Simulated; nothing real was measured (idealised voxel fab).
process module | voxel self aligned vias
cross-section cut | 235 nm wide | cells 5 nm
A cross-section is a grid of square cells, given in bands from the top down. A band is one or more rows of cells.
Each band's line starts with the height of the band's top and of its bottom, in nm. Then come its materials from left to right, each with its width in nm. One material with "throughout" fills the band from edge to edge. "air" is empty space.
Height 0 is the level under which the wafer as received is all one material. The lowest band goes on downwards, as in "0 down".
A width such as "30 to 40" changes by the same amount from each row of cells to the next, from the band's top row to its bottom row.
"no change" after a step means that no cell of the cross-section changed.
closed voids: empty space of 8 cells or more with no open way to the top, each as width x height at its distance from the left edge, in nm
after a step's settings: what the simulator itself notes on the step
overlay nm, on a step with a mask: how far to the right of its planned place the mask lay; to the left if negative
plan
1 op RECEIVE | material Si
2 op CONFORMAL_DEP | material SiO2 | thk nm 10
3 op CONFORMAL_DEP | material SiCN | thk nm 5
4 op DIRECTIONAL_DEP | material lowk | thk nm 30
5 op DIRECTIONAL_DEP | material aC | thk nm 10
6 op PATTERN | tone open | mask id LINES | material resist | width nm 20 | pitch nm 45 | thk nm 25 | overlay nm 0
7 op DIRECTIONAL_ETCH | etch materials aC | depth nm 10
8 op STRIP | etch materials resist
9 op DIRECTIONAL_ETCH | etch materials lowk | depth nm 30
10 op STRIP | etch materials aC
11 op CONFORMAL_DEP | material TiN | thk nm 5
12 op FILL_DEP | material W | thk nm 5
13 op CMP | height nm 45
14 op SELECTIVE_ETCH | etch materials W Ru TiN | depth nm 10
15 op FILL_DEP | material SiN | thk nm 10
16 op CMP | height nm 45
17 op DIRECTIONAL_DEP | material lowk | thk nm 20
18 op MASKED_ETCH | tone open | mask id VIAS | width nm 30 | etch materials lowk | depth nm 20 | overlay nm 0
19 op MASKED_ETCH | tone open | mask id VIAS | width nm 30 | etch materials SiN | depth nm 10 | overlay nm 0
20 op CONFORMAL_DEP | material TiN | thk nm 5
21 op FILL_DEP | material Cu | thk nm 5
22 op CMP | height nm 65
23 op CONFORMAL_DEP | material SiCN | thk nm 5
first wafer, as planned
as received, after step 1
  0 down: Si throughout
  closed voids: none
after step 2
  10 to 0: SiO2 throughout
  below 0: unchanged
after step 3
  15 to 10: SiCN throughout
  below 10: unchanged
after step 4
  45 to 15: lowk throughout
  below 15: unchanged
after step 5
  55 to 45: aC throughout
  below 45: unchanged
after step 6
  80 to 55: resist 85 | air 20 | resist 25 | air 20 | resist 85
  below 55: unchanged
after step 7
  70 to 55: resist 85 | air 20 | resist 25 | air 20 | resist 85
  55 to 45: aC 85 | air 20 | aC 25 | air 20 | aC 85
  below 45: unchanged
after step 8
  55 to 45: aC 85 | air 20 | aC 25 | air 20 | aC 85
  below 45: unchanged
after step 9
  55 to 45: aC 85 | air 20 | aC 25 | air 20 | aC 85
  45 to 15: lowk 85 | air 20 | lowk 25 | air 20 | lowk 85
  below 15: unchanged
after step 10
  45 to 15: lowk 85 | air 20 | lowk 25 | air 20 | lowk 85
  below 15: unchanged
after step 11
  50 to 45: TiN 90 | air 10 | TiN 35 | air 10 | TiN 90
  45 to 20: lowk 85 | TiN 5 | air 10 | TiN 5 | lowk 25 | TiN 5 | air 10 | TiN 5 | lowk 85
  20 to 15: lowk 85 | TiN 20 | lowk 25 | TiN 20 | lowk 85
  below 15: unchanged
after step 12
  55 to 50: W throughout
  50 to 45: TiN 90 | W 10 | TiN 35 | W 10 | TiN 90
  45 to 20: lowk 85 | TiN 5 | W 10 | TiN 5 | lowk 25 | TiN 5 | W 10 | TiN 5 | lowk 85
  below 20: unchanged
after step 13
  45 to 20: lowk 85 | TiN 5 | W 10 | TiN 5 | lowk 25 | TiN 5 | W 10 | TiN 5 | lowk 85
  below 20: unchanged
after step 14
  45 to 35: lowk 85 | air 20 | lowk 25 | air 20 | lowk 85
  below 35: unchanged
after step 15
  55 to 45: SiN throughout
  45 to 35: lowk 85 | SiN 20 | lowk 25 | SiN 20 | lowk 85
  below 35: unchanged
after step 16
  45 to 35: lowk 85 | SiN 20 | lowk 25 | SiN 20 | lowk 85
  below 35: unchanged
after step 17
  65 to 45: lowk throughout
  below 45: unchanged
after step 18
  65 to 45: lowk 80 | air 30 | lowk 125
  below 45: unchanged
after step 19
  65 to 45: lowk 80 | air 30 | lowk 125
  45 to 35: lowk 85 | air 20 | lowk 25 | SiN 20 | lowk 85
  below 35: unchanged
after step 20
  70 to 65: TiN 85 | air 20 | TiN 130
  65 to 50: lowk 80 | TiN 5 | air 20 | TiN 5 | lowk 125
  50 to 45: lowk 80 | TiN 10 | air 10 | TiN 10 | lowk 125
  45 to 40: lowk 85 | TiN 5 | air 10 | TiN 5 | lowk 25 | SiN 20 | lowk 85
  40 to 35: lowk 85 | TiN 20 | lowk 25 | SiN 20 | lowk 85
  below 35: unchanged
after step 21
  75 to 70: Cu throughout
  70 to 65: TiN 85 | Cu 20 | TiN 130
  65 to 50: lowk 80 | TiN 5 | Cu 20 | TiN 5 | lowk 125
  50 to 45: lowk 80 | TiN 10 | Cu 10 | TiN 10 | lowk 125
  45 to 40: lowk 85 | TiN 5 | Cu 10 | TiN 5 | lowk 25 | SiN 20 | lowk 85
  below 40: unchanged
after step 22
  65 to 50: lowk 80 | TiN 5 | Cu 20 | TiN 5 | lowk 125
  below 50: unchanged
after step 23
  70 to 65: SiCN throughout
  below 65: unchanged
second wafer: like start, like plan, one mistake. Through step 5 it matches the first wafer
when step 6 should have ended
  80 to 55: resist 80 | air 20 | resist 25 | air 20 | resist 90
  below 55: unchanged
when step 7 should have ended
  70 to 55: resist 80 | air 20 | resist 25 | air 20 | resist 90
  55 to 45: aC 80 | air 20 | aC 25 | air 20 | aC 90
  below 45: unchanged
when step 8 should have ended
  55 to 45: aC 80 | air 20 | aC 25 | air 20 | aC 90
  below 45: unchanged
when step 9 should have ended
  55 to 45: aC 80 | air 20 | aC 25 | air 20 | aC 90
  45 to 15: lowk 80 | air 20 | lowk 25 | air 20 | lowk 90
  below 15: unchanged
when step 10 should have ended
  45 to 15: lowk 80 | air 20 | lowk 25 | air 20 | lowk 90
  below 15: unchanged
when step 11 should have ended
  50 to 45: TiN 85 | air 10 | TiN 35 | air 10 | TiN 95
  45 to 20: lowk 80 | TiN 5 | air 10 | TiN 5 | lowk 25 | TiN 5 | air 10 | TiN 5 | lowk 90
  20 to 15: lowk 80 | TiN 20 | lowk 25 | TiN 20 | lowk 90
  below 15: unchanged
when step 12 should have ended
  55 to 50: W throughout
  50 to 45: TiN 85 | W 10 | TiN 35 | W 10 | TiN 95
  45 to 20: lowk 80 | TiN 5 | W 10 | TiN 5 | lowk 25 | TiN 5 | W 10 | TiN 5 | lowk 90
  below 20: unchanged
when step 13 should have ended
  45 to 20: lowk 80 | TiN 5 | W 10 | TiN 5 | lowk 25 | TiN 5 | W 10 | TiN 5 | lowk 90
  below 20: unchanged
when step 14 should have ended
  45 to 35: lowk 80 | air 20 | lowk 25 | air 20 | lowk 90
  below 35: unchanged
when step 15 should have ended
  55 to 45: SiN throughout
  45 to 35: lowk 80 | SiN 20 | lowk 25 | SiN 20 | lowk 90
  below 35: unchanged
when step 16 should have ended
  45 to 35: lowk 80 | SiN 20 | lowk 25 | SiN 20 | lowk 90
  below 35: unchanged
when step 17 should have ended
  65 to 45: lowk throughout
  below 45: unchanged
when step 18 should have ended
  65 to 45: lowk 80 | air 30 | lowk 125
  below 45: unchanged
when step 19 should have ended
  65 to 45: lowk 80 | air 30 | lowk 125
  45 to 35: lowk 80 | air 20 | lowk 25 | SiN 20 | lowk 90
  below 35: unchanged
when step 20 should have ended
  70 to 65: TiN 85 | air 20 | TiN 130
  65 to 50: lowk 80 | TiN 5 | air 20 | TiN 5 | lowk 125
  50 to 45: lowk 80 | TiN 5 | air 10 | TiN 15 | lowk 125
  45 to 40: lowk 80 | TiN 5 | air 10 | TiN 5 | lowk 25 | SiN 20 | lowk 90
  40 to 35: lowk 80 | TiN 20 | lowk 25 | SiN 20 | lowk 90
  below 35: unchanged
when step 21 should have ended
  75 to 70: Cu throughout
  70 to 65: TiN 85 | Cu 20 | TiN 130
  65 to 50: lowk 80 | TiN 5 | Cu 20 | TiN 5 | lowk 125
  50 to 45: lowk 80 | TiN 5 | Cu 10 | TiN 15 | lowk 125
  45 to 40: lowk 80 | TiN 5 | Cu 10 | TiN 5 | lowk 25 | SiN 20 | lowk 90
  below 40: unchanged
when step 22 should have ended
  65 to 50: lowk 80 | TiN 5 | Cu 20 | TiN 5 | lowk 125
  below 50: unchanged
when step 23 should have ended
  70 to 65: SiCN throughout
  below 65: unchanged
what went wrong: step 6 ran as: op PATTERN | tone open | mask id LINES | material resist | width nm 20 | pitch nm 45 | thk nm 25 | overlay nm -5
at the end the second wafer has, in cells: as many of each material as the first, in other places
